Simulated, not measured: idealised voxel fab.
Process module in this document: voxel capacitor over wiring
Section cut is 200 nm wide and gridded with 5 nm square cells.
For the purposes of this document, a cross-section shall be understood as a grid of square cells, specified as bands listed in top-to-bottom order, each band consisting of one or more rows of cells.
First you get the band's top height and its bottom height, in nm, and then the materials it's made of, left to right, with each width in nm. If you see a single material with "everywhere", that one covers the band edge to edge. "blank" is empty space.
For the purposes of this specification, 0 denotes the height below which the wafer in its as-received condition is composed wholly of one material, and the lowermost band, lacking a lower limit, extends downward without end, as expressed in "0 nm and below".
Per-row width for "30..40": begins at first number (top row of band), ends at second number (bottom row), increment between rows held constant.
You'll sometimes find "nothing different" written for a step, and that's the way of saying that nowhere in the cross-section did a cell change during that step.
Voids not open to the top, 8 cells minimum: see "Enclosed voids". Written width x height at distance; distance is from the left edge; nm.
Read whatever lies past the settings on a step's line as the simulator's own remark about the step.
overlay nm: mask right of planned place by this much (step with mask). Neg. = left.

**The steps planned for the process are as follows**
1 RECEIVE [material Si]
2 CONFORMAL_DEP [material SiO2] [thk nm 15]
3 CONFORMAL_DEP [material SiCN] [thk nm 5]
4 DIRECTIONAL_DEP [material lowk] [thk nm 20]
5 PATTERN [tone open] [mask id METAL_1] [material resist] [width nm 30] [pitch nm 80] [thk nm 20] [overlay nm 0]
6 DIRECTIONAL_ETCH [etch materials lowk] [depth nm 20]
7 DIRECTIONAL_ETCH [etch materials SiCN] [depth nm 5]
8 STRIP [etch materials resist]
9 CONFORMAL_DEP [material TiN] [thk nm 5]
10 FILL_DEP [material Cu] [thk nm 5]
11 CMP [height nm 40]
12 CONFORMAL_DEP [material SiCN] [thk nm 5]
13 DIRECTIONAL_DEP [material lowk] [thk nm 10]
14 MASKED_ETCH [tone open] [mask id PLUG_1] [width nm 15] [etch materials lowk] [depth nm 10] [overlay nm 0]
15 MASKED_ETCH [tone open] [mask id PLUG_1] [width nm 15] [etch materials SiCN] [depth nm 5] [overlay nm 0]
16 EPI [material Ru] [thk nm 10]
17 EPI [material Ru] [thk nm 5]
18 DIRECTIONAL_DEP [material TiN] [thk nm 10]
19 DIRECTIONAL_DEP [material Al2O3] [thk nm 5]
20 DIRECTIONAL_DEP [material TiN] [thk nm 5]
21 PATTERN [tone cover] [mask id UPPER_PLATE] [material resist] [width nm 55] [thk nm 15] [overlay nm 0]
22 DIRECTIONAL_ETCH [etch materials TiN] [depth nm 5]
23 DIRECTIONAL_ETCH [etch materials Al2O3] [depth nm 5]
24 STRIP [etch materials resist]
25 MASKED_ETCH [tone cover] [mask id LOWER_PLATE] [width nm 65] [etch materials TiN] [depth nm 10] [overlay nm 0]
26 FILL_DEP [material SiO2] [thk nm 15]
27 CMP [height nm 85]
28 PATTERN [tone open] [mask id PLUG_2] [material resist] [width nm 15] [thk nm 15] [overlay nm 0]
29 DIRECTIONAL_ETCH [etch materials SiO2] [depth nm 10]
30 STRIP [etch materials resist]
31 CONFORMAL_DEP [material TiN] [thk nm 5]
32 FILL_DEP [material W] [thk nm 10]
33 CMP [height nm 85]
34 CONFORMAL_DEP [material SiN] [thk nm 5]

**Incoming wafer, cross-sectional view, post step 1**
0 nm and below: Si everywhere
Enclosed voids: none

**End-of-module cross-section. Starting structure and process plan as above; one mistake made in running it**
90 nm to 85 nm: SiN everywhere
85 nm to 80 nm: 70 of SiO2; 5 of TiN; 5 of W; 5 of TiN; 115 of SiO2
80 nm to 70 nm: 70..60 of SiO2; 15..55 of TiN; 115..85 of SiO2
70 nm to 60 nm: 55 of SiO2; 65 of TiN; 80 of SiO2
60 nm to 55 nm: Al2O3 everywhere
55 nm to 45 nm: 60 of lowk; 15 of Ru; 125 of lowk
45 nm to 40 nm: 60 of SiCN; 15 of Ru; 125 of SiCN
40 nm to 20 nm: 45 of lowk; 5 of TiN; 20 of Cu; 5 of TiN; 50 of lowk; 5 of TiN; 20 of Cu; 5 of TiN; 45 of lowk
20 nm to 15 nm: 45 of SiCN; 30 of TiN; 50 of SiCN; 30 of TiN; 45 of SiCN
15 nm to 0 nm: SiO2 everywhere
0 nm and below: Si everywhere
Enclosed voids: none
Finding, execution versus plan: step 19 occupied the plan position of step 18, and the converse holds as well
